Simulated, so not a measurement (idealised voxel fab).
Process module under the name voxel ribs on slabs
Square cell edge 5 nm, section width 285 nm, ID cut.
The cross-sections in this document take the form of a grid made of square cells. They are written out as bands, in order from top to bottom. Each band consists of one or more rows of cells.
Top, bottom (nm), then materials left to right with widths (nm); lone material tagged "full width" fills the whole band edge to edge; "air" = empty space.
Counting heights begins at 0, where everything beneath is, in the wafer as received, one material. The lowest band has no bottom; it goes on downwards, as "0 down" shows.
Read "30..40" as a graded width: first number on top, second number at the bottom, same change between each pair of neighbouring rows.
You'll sometimes find "no modifications" written for a step, and that's the way of saying that nowhere in the cross-section did a cell change during that step.
What "Trapped void list" gives you is every empty space of 8 cells or more that is cut off from the top. Each appears as width x height at distance, with the distance taken from the left edge and width, height and distance all in nm.
Heads up: the bit after the settings on a step's line is the simulator's remark on that step.
"overlay nm", when on a step's line for a step with a mask, measures how far to the right of its planned place the mask lay; a negative measure means to the left.
**Intended process steps**
1: RECEIVE with material Si
2: DIRECTIONAL_DEP with material SiO2, thk nm 20
3: DIRECTIONAL_DEP with material SiN, thk nm 20
4: DIRECTIONAL_DEP with material aC, thk nm 15
5: PATTERN with tone cover, mask id RIB, material resist, width nm 20, thk nm 30, overlay nm -15
6: DIRECTIONAL_ETCH with etch materials aC, depth nm 15
7: STRIP with etch materials resist
8: DIRECTIONAL_ETCH with etch materials SiN, depth nm 5
9: STRIP with etch materials aC
10: DIRECTIONAL_DEP with material aC, thk nm 15
11: PATTERN with tone cover, mask id SLAB, material resist, width nm 70, thk nm 30, overlay nm 0
12: DIRECTIONAL_ETCH with etch materials aC, depth nm 15
13: STRIP with etch materials resist
14: DIRECTIONAL_ETCH with etch materials SiN, depth nm 15
15: STRIP with etch materials aC
16: FILL_DEP with material SiO2, thk nm 25
17: CMP with height nm 55
18: DIRECTIONAL_DEP with material W, thk nm 10
19: PATTERN with tone cover, mask id HEATER, material resist, width nm 30, thk nm 20, overlay nm 0
20: DIRECTIONAL_ETCH with etch materials W, depth nm 10
21: STRIP with etch materials resist
22: CONFORMAL_DEP with material SiN, thk nm 10
Heads up: all these wafers start the same, and what changes between them is the overlay nm in step 5. The value you see in the plan is just what the first wafer got.
**Cross-section of the first of several wafers on receipt, reflecting completion of step 1**
0 down | Si full width
Trapped void list: none
**Here is how to read the rows: every wafer has a row, and it shows the wafer at the end of the module, giving for each material how many cells were gained (+) or lost (-) since the wafer was received, then listing its closed voids**
overlay nm -15; +168 SiN; +581 SiO2; +12 W; Trapped void list: none
overlay nm -10; +168 SiN; +581 SiO2; +12 W; Trapped void list: none
overlay nm -5; +168 SiN; +581 SiO2; +12 W; Trapped void list: none
overlay nm 0; +168 SiN; +581 SiO2; +12 W; Trapped void list: none
overlay nm 5; +168 SiN; +581 SiO2; +12 W; Trapped void list: none
overlay nm 10; +168 SiN; +581 SiO2; +12 W; Trapped void list: none
overlay nm 15; +168 SiN; +581 SiO2; +12 W; Trapped void list: none
